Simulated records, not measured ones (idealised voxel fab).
This section sets out a process module, namely voxel transistor to metal.
The width of the displayed cross-section, cut, is 265 nm; its cells are square, with a size of 5 nm.
Bands, listed from the top down, are how a cross-section gets written in this document; the cross-section itself is a grid of square cells, and a band is one or more rows of them. In this notation a band is specified by the heights of its top and bottom, in that order and in nm, after which its materials appear from left to right, each paired with its width in nm. The word "full width" attached to a single material means that material fills the band from edge to edge; the word "blank" stands for empty space. Convention: height 0 is the level below which the wafer, as received, is all one material. The lowest band does not terminate at the bottom but continues downward, represented as "top 0, no bottom". Note: "30..40" means the width goes from the first number (top row of the band) to the second number (bottom row) in equal steps per row of cells. You'll sometimes find "no alterations made" written for a step, and that's the way of saying that nowhere in the cross-section did a cell change during that step. The label "Enclosed cavities" introduces a list of the empty spaces, 8 cells or larger, that have no open way up to the top; each entry in it reads width x height at distance, where the distance is taken from the left edge and all three are stated in nm. Formally, on a step line, whatever follows the settings is a remark that the simulator itself makes on the step. Among the settings permitted on a step's line is "overlay nm"; applied to a step with a mask, it specifies the extent to which the mask lay to the right of its planned position, whereas a negative figure signifies a position to the left.
## Process steps - plan
1: RECEIVE with material Si
2: OXIDIZE with depth nm 5
3: CONFORMAL_DEP with material SiN, thk nm 15
4: MASKED_ETCH with tone cover, mask id ACTIVE, width nm 105, pitch nm 130, etch materials SiN, depth nm 15, overlay nm 0
5: MASKED_ETCH with tone cover, mask id ACTIVE, width nm 105, pitch nm 130, etch materials SiO2, depth nm 5, overlay nm 0
6: MASKED_ETCH with tone cover, mask id ACTIVE, width nm 105, pitch nm 130, etch materials Si, depth nm 30, overlay nm 0
7: OXIDIZE with depth nm 5
8: FILL_DEP with material SiO2, thk nm 5
9: CMP with height nm 15
10: SELECTIVE_ETCH with etch materials SiO2, depth nm 10
11: STRIP with etch materials SiN
12: SELECTIVE_ETCH with etch materials SiO2, depth nm 5
13: OXIDIZE with depth nm 5
14: DIRECTIONAL_DEP with material polySi, thk nm 20
15: DIRECTIONAL_DEP with material SiCN, thk nm 15
16: DIRECTIONAL_DEP with material aC, thk nm 15
17: PATTERN with tone cover, mask id GATE, material resist, width nm 15, pitch nm 130, thk nm 35, overlay nm 0
18: DIRECTIONAL_ETCH with etch materials aC, depth nm 15
19: STRIP with etch materials resist
20: DIRECTIONAL_ETCH with etch materials SiCN, depth nm 25
21: DIRECTIONAL_ETCH with etch materials polySi, depth nm 30
22: STRIP with etch materials aC
23: CONFORMAL_DEP with material SiO2, thk nm 5
24: DIRECTIONAL_ETCH with etch materials SiO2, depth nm 5
25: CONFORMAL_DEP with material SiN, thk nm 10
26: DIRECTIONAL_ETCH with etch materials SiN, depth nm 10
27: DIRECTIONAL_ETCH with etch materials SiO2, depth nm 5
28: DIRECTIONAL_ETCH with etch materials Si, depth nm 15
29: EPI with material SiGe, thk nm 15
30: FILL_DEP with material SiO2, thk nm 10
31: CMP with height nm 30
32: DIRECTIONAL_DEP with material SiO2, thk nm 10
33: DIRECTIONAL_DEP with material aC, thk nm 15
34: PATTERN with tone open, mask id CONTACT, material resist, width nm 35, thk nm 35, overlay nm 0
35: DIRECTIONAL_ETCH with etch materials aC, depth nm 15
36: STRIP with etch materials resist
37: DIRECTIONAL_ETCH with etch materials SiO2, depth nm 35
38: STRIP with etch materials aC
39: CONFORMAL_DEP with material TiN, thk nm 5
40: FILL_DEP with material Ru, thk nm 10
41: CMP with height nm 40
42: CONFORMAL_DEP with material SiN, thk nm 5
43: DIRECTIONAL_DEP with material SiO2, thk nm 20
44: MASKED_ETCH with tone open, mask id METAL_1, width nm 20, etch materials SiO2, depth nm 20, overlay nm 0
45: MASKED_ETCH with tone open, mask id METAL_1, width nm 20, etch materials SiN, depth nm 5, overlay nm 0
46: CONFORMAL_DEP with material TiN, thk nm 5
47: FILL_DEP with material Cu, thk nm 10
48: CMP with height nm 65
49: CONFORMAL_DEP with material SiCN, thk nm 5
## Wafer at receipt (post step 1), cross-section
- top 0, no bottom: Si full width
- Enclosed cavities: none
## Result of the module, cross-sectioned: start per above, plan per above, one error in how it was run
- top 70, bottom 65: SiCN full width
- top 65, bottom 45: SiO2: 20  TiN: 5  Cu: 10  TiN: 5  SiO2: 55  TiN: 5  Cu: 10  TiN: 5  SiO2: 35  TiN: 5  Cu: 10  TiN: 5  SiO2: 55  TiN: 5  Cu: 10  TiN: 5  SiO2: 20
- top 45, bottom 40: SiN: 20  TiN: 20  SiN: 55  TiN: 20  SiN: 35  TiN: 20  SiN: 55  TiN: 20  SiN: 20
- top 40, bottom 30: SiO2: 20  TiN: 5  Ru: 25..15  TiN: 5..15  SiO2: 25  TiN: 5..15  Ru: 25..15  TiN: 5  SiO2: 35  TiN: 5  Ru: 25..15  TiN: 5..15  SiO2: 25  TiN: 5..15  Ru: 25..15  TiN: 5  SiO2: 20
- top 30, bottom 25: SiO2: 20  TiN: 10  Ru: 10  TiN: 5  SiN: 10  SiO2: 5  SiCN: 15  SiO2: 5  SiN: 10  TiN: 5  Ru: 10  TiN: 10  SiO2: 35  TiN: 10  Ru: 10  TiN: 5  SiN: 10  SiO2: 5  SiCN: 15  SiO2: 5  SiN: 10  TiN: 5  Ru: 10  TiN: 10  SiO2: 20
- top 25, bottom 20: SiCN: 10  SiO2: 5  SiN: 10  TiN: 20  SiN: 10  SiO2: 5  SiCN: 15  SiO2: 5  SiN: 10  TiN: 20  SiN: 10  SiO2: 5  SiCN: 15  SiO2: 5  SiN: 10  TiN: 20  SiN: 10  SiO2: 5  SiCN: 15  SiO2: 5  SiN: 10  TiN: 20  SiN: 10  SiO2: 5  SiCN: 10
- top 20, bottom 15: polySi: 10  SiCN: 115  polySi: 15  SiCN: 115  polySi: 10
- top 15, bottom 0: polySi full width
- top 0, bottom -5: SiO2: 10  polySi: 115  SiO2: 15  polySi: 115  SiO2: 10
- top -5, bottom -10: SiO2 full width
- top -10, bottom -40: SiO2: 20  Si: 95  SiO2: 35  Si: 95  SiO2: 20
- top -40, no bottom: Si full width
- Enclosed cavities: none
What was done differently from what was planned? in the plan, step 15 was performed twice
